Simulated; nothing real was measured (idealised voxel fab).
You're looking at the process module voxel wiring stack.
Xsec cut, 200 nm wide, square cell size 5 nm.
Throughout this document, each cross-section is represented as a grid of square cells and is presented as a sequence of bands enumerated from the top downward, where a band comprises one or more rows of cells. The band entry comprises the height of the band's top followed by the height of its bottom, expressed in nm, and subsequently the band's materials from left to right, each stated together with its width in nm. Where a single material is marked with the word "edge to edge", that material fills the band from edge to edge. The word "blank" represents empty space. Heights are expressed relative to 0, this being the level below which the as-received wafer comprises one material exclusively. The lowest band is unbounded in the downward direction and is denoted as in "z 0 and below". Width: "30..40" (first number = top row, second number = bottom row, same change from row to row of cells). "remains unaltered" -> step changed no cross-section cell. What "Trapped void list" gives you is every empty space of 8 cells or more that is cut off from the top. Each appears as width x height at distance, with the distance taken from the left edge and width, height and distance all in nm. That trailing text on a step's line, after the settings, is the simulator's own remark on the step. "overlay nm", when on a step's line for a step with a mask, measures how far to the right of its planned place the mask lay; a negative measure means to the left.
Planned process steps
| 1 | op RECEIVE | material Si |
| 2 | op CONFORMAL_DEP | material SiO2 | thk nm 15 |
| 3 | op DIRECTIONAL_DEP | material TiN | thk nm 5 |
| 4 | op DIRECTIONAL_DEP | material W | thk nm 25 |
| 5 | op PATTERN | tone cover | mask id METAL_1 | material resist | width nm 25 | pitch nm 55 | thk nm 20 | overlay nm 0 |
| 6 | op DIRECTIONAL_ETCH | etch materials W | depth nm 25 |
| 7 | op DIRECTIONAL_ETCH | etch materials TiN | depth nm 5 |
| 8 | op STRIP | etch materials resist |
| 9 | op CONFORMAL_DEP | material SiCN | thk nm 5 |
| 10 | op FILL_DEP | material lowk | thk nm 5 |
| 11 | op CMP | height nm 45 |
| 12 | op CONFORMAL_DEP | material SiCN | thk nm 5 |
| 13 | op DIRECTIONAL_DEP | material lowk | thk nm 20 |
| 14 | op DIRECTIONAL_DEP | material aC | thk nm 15 |
| 15 | op PATTERN | tone open | mask id PLUG_1 | material resist | width nm 15 | thk nm 30 | overlay nm 0 |
| 16 | op DIRECTIONAL_ETCH | etch materials aC | depth nm 15 |
| 17 | op STRIP | etch materials resist |
| 18 | op DIRECTIONAL_ETCH | etch materials lowk | depth nm 20 |
| 19 | op DIRECTIONAL_ETCH | etch materials SiCN | depth nm 5 |
| 20 | op STRIP | etch materials aC |
| 21 | op EPI | material Ru | thk nm 10 |
| 22 | op EPI | material Ru | thk nm 10 |
| 23 | op EPI | material Ru | thk nm 5 |
| 24 | op DIRECTIONAL_DEP | material TiN | thk nm 5 |
| 25 | op DIRECTIONAL_DEP | material Ru | thk nm 20 |
| 26 | op DIRECTIONAL_DEP | material aC | thk nm 15 |
| 27 | op PATTERN | tone cover | mask id METAL_2 | material resist | width nm 25 | pitch nm 55 | thk nm 30 | overlay nm 0 |
| 28 | op DIRECTIONAL_ETCH | etch materials aC | depth nm 15 |
| 29 | op STRIP | etch materials resist |
| 30 | op DIRECTIONAL_ETCH | etch materials Ru | depth nm 20 |
| 31 | op DIRECTIONAL_ETCH | etch materials TiN | depth nm 5 |
| 32 | op STRIP | etch materials aC |
| 33 | op CONFORMAL_DEP | material SiN | thk nm 5 |
| 34 | op FILL_DEP | material SiO2 | thk nm 10 |
| 35 | op CMP | height nm 95 |
| 36 | op CONFORMAL_DEP | material SiCN | thk nm 5 |
| 37 | op DIRECTIONAL_DEP | material lowk | thk nm 10 |
| 38 | op DIRECTIONAL_DEP | material aC | thk nm 10 |
| 39 | op PATTERN | tone open | mask id PLUG_2 | material resist | width nm 15 | pitch nm 55 | thk nm 25 | overlay nm 0 |
| 40 | op DIRECTIONAL_ETCH | etch materials aC | depth nm 10 |
| 41 | op STRIP | etch materials resist |
| 42 | op DIRECTIONAL_ETCH | etch materials lowk | depth nm 10 |
| 43 | op DIRECTIONAL_ETCH | etch materials SiCN | depth nm 5 |
| 44 | op STRIP | etch materials aC |
| 45 | op CONFORMAL_DEP | material TiN | thk nm 5 |
| 46 | op FILL_DEP | material Ru | thk nm 10 |
| 47 | op CMP | height nm 110 |
| 48 | op CONFORMAL_DEP | material SiN | thk nm 5 |
| 49 | op DIRECTIONAL_DEP | material SiO2 | thk nm 25 |
| 50 | op PATTERN | tone open | mask id METAL_3 | material resist | width nm 25 | pitch nm 55 | thk nm 20 | overlay nm 0 |
| 51 | op DIRECTIONAL_ETCH | etch materials SiO2 | depth nm 25 |
| 52 | op DIRECTIONAL_ETCH | etch materials SiN | depth nm 5 |
| 53 | op STRIP | etch materials resist |
| 54 | op CONFORMAL_DEP | material TiN | thk nm 5 |
| 55 | op FILL_DEP | material Cu | thk nm 10 |
| 56 | op CMP | height nm 140 |
| 57 | op CONFORMAL_DEP | material SiCN | thk nm 5 |
Wafer at receipt (post step 1), cross-section
  z 0 and below = Si edge to edge
  Trapped void list: none
First of two wafers, end-of-module section, run followed plan
  z 145 to 140 = SiCN edge to edge
  z 140 to 115 = 60 nm SiO2  5 nm TiN  15 nm Cu  5 nm TiN  30 nm SiO2  5 nm TiN  15 nm Cu  5 nm TiN  60 nm SiO2
  z 115 to 110 = 60 nm SiN  25 nm TiN  30 nm SiN  25 nm TiN  60 nm SiN
  z 110 to 100 = 60 nm lowk  5 nm TiN  5 nm Ru  5 nm TiN  40 nm lowk  5 nm TiN  5 nm Ru  5 nm TiN  70 nm lowk
  z 100 to 95 = 60 nm SiCN  15 nm TiN  40 nm SiCN  15 nm TiN  70 nm SiCN
  z 95 to 75 = 55 nm SiO2  5 nm SiN  25 nm Ru  5 nm SiN  20 nm SiO2  5 nm SiN  25 nm Ru  5 nm SiN  55 nm SiO2
  z 75 to 70 = 60 nm SiN  25 nm TiN  30 nm SiN  25 nm TiN  60 nm SiN
  z 70 to 50 = 60 nm lowk  15 nm Ru  125 nm lowk
  z 50 to 45 = 60 nm SiCN  15 nm Ru  125 nm SiCN
  z 45 to 20 = 55 nm lowk  5 nm SiCN  25 nm W  5 nm SiCN  20 nm lowk  5 nm SiCN  25 nm W  5 nm SiCN  55 nm lowk
  z 20 to 15 = 60 nm SiCN  25 nm TiN  30 nm SiCN  25 nm TiN  60 nm SiCN
  z 15 to 0 = SiO2 edge to edge
  z 0 and below = Si edge to edge
  Trapped void list: none
What the second wafer looks like in cross-section once the module is done. Its start and its plan matched the first wafer's exactly; what differed was one mistake in how it was run
  z 145 to 140 = SiCN edge to edge
  z 140 to 115 = 60 nm SiO2  5 nm TiN  15 nm Cu  5 nm TiN  30 nm SiO2  5 nm TiN  15 nm Cu  5 nm TiN  60 nm SiO2
  z 115 to 110 = 60 nm SiN  25 nm TiN  30 nm SiN  25 nm TiN  60 nm SiN
  z 110 to 100 = 60 nm lowk  5 nm TiN  5 nm Ru  5 nm TiN  40 nm lowk  5 nm TiN  5 nm Ru  5 nm TiN  70 nm lowk
  z 100 to 95 = 60 nm SiCN  15 nm TiN  40 nm SiCN  15 nm TiN  70 nm SiCN
  z 95 to 75 = 55 nm SiO2  5 nm SiN  25 nm Ru  5 nm SiN  20 nm SiO2  5 nm SiN  25 nm Ru  5 nm SiN  55 nm SiO2
  z 75 to 70 = 60 nm SiN  25 nm TiN  30 nm SiN  25 nm TiN  60 nm SiN
  z 70 to 50 = 60 nm lowk  15 nm Ru  125 nm lowk
  z 50 to 45 = 60 nm SiCN  15 nm Ru  125 nm SiCN
  z 45 to 40 = 60 nm SiCN  25 nm TiN  30 nm SiCN  25 nm TiN  60 nm SiCN
  z 40 to 15 = W edge to edge
  z 15 to 0 = SiO2 edge to edge
  z 0 and below = Si edge to edge
  Trapped void list: none
Diagnosis: steps 3 and 4 traded places in the executed sequence
Counted in cells at the end, the second wafer holds more or fewer of these materials than the first: 20 fewer of SiCN | 150 more of W | 130 fewer of lowk
